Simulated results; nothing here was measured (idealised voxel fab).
Process module name: voxel local oxidation
Displayed cross-section: cut, width of 185 nm, square cells sized 5 nm.
Just so we're on the same page, the cross-sections are grids of square cells, and they're listed out in bands top to bottom, each band one or more rows deep. Top height, bottom height, nm. Materials left to right, width each, nm. Single material + "edge to edge" = fills band edge to edge. "air" = empty. Heights are expressed relative to 0, this being the level below which the as-received wafer comprises one material exclusively. The lowest band is unbounded in the downward direction and is denoted as in "0..down". Per-row width for "30..40": begins at first number (top row of band), ends at second number (bottom row), increment between rows held constant. Step marked "remained unchanged"? Then no cell in the cross-section changed in it. Any empty space of 8 cells or more lacking an open way to the top shows up in "Tabulated closed voids" as width x height at distance, distance from the left edge, in nm. It should be noted that, on the line of a given step, the content following the step's settings is a remark produced by the simulator itself with respect to that step. A step line may carry the setting "overlay nm", which, for steps involving a mask, states the distance by which the mask lay to the right of its intended position; negative values denote displacement to the left.

Below is the list of planned process steps:
1 RECEIVE [material Si]
2 OXIDIZE [depth nm 5]
3 CONFORMAL_DEP [material SiN] [thk nm 15]
4 DIRECTIONAL_DEP [material aC] [thk nm 15]
5 PATTERN [tone cover] [mask id ACTIVE] [material resist] [width nm 90] [thk nm 35] [overlay nm -15]
6 DIRECTIONAL_ETCH [etch materials aC] [depth nm 15]
7 STRIP [etch materials resist]
8 DIRECTIONAL_ETCH [etch materials SiN] [depth nm 15]
9 STRIP [etch materials aC]
10 SELECTIVE_ETCH [etch materials SiO2] [depth nm 5]
11 OXIDIZE [depth nm 15]
12 STRIP [etch materials SiN]
The plan's step 5 overlay nm is the first wafer's value; the wafers differ in this setting and start identical.

This is how the first of several wafers looked in cross-section when it arrived, which is after step 1:
	0..down  Si edge to edge
	Tabulated closed voids: none

Below: a row per wafer. Contents at end of module: for every material, cells gained since receipt (+) or lost since receipt (-); then closed voids:
overlay nm -15 | -118 Si | +97 SiO2 | Tabulated closed voids: none
overlay nm -10 | -118 Si | +97 SiO2 | Tabulated closed voids: none
overlay nm -5 | -118 Si | +97 SiO2 | Tabulated closed voids: none
overlay nm 0 | -118 Si | +97 SiO2 | Tabulated closed voids: none
overlay nm 5 | -118 Si | +97 SiO2 | Tabulated closed voids: none
overlay nm 10 | -118 Si | +97 SiO2 | Tabulated closed voids: none
overlay nm 15 | -118 Si | +97 SiO2 | Tabulated closed voids: none
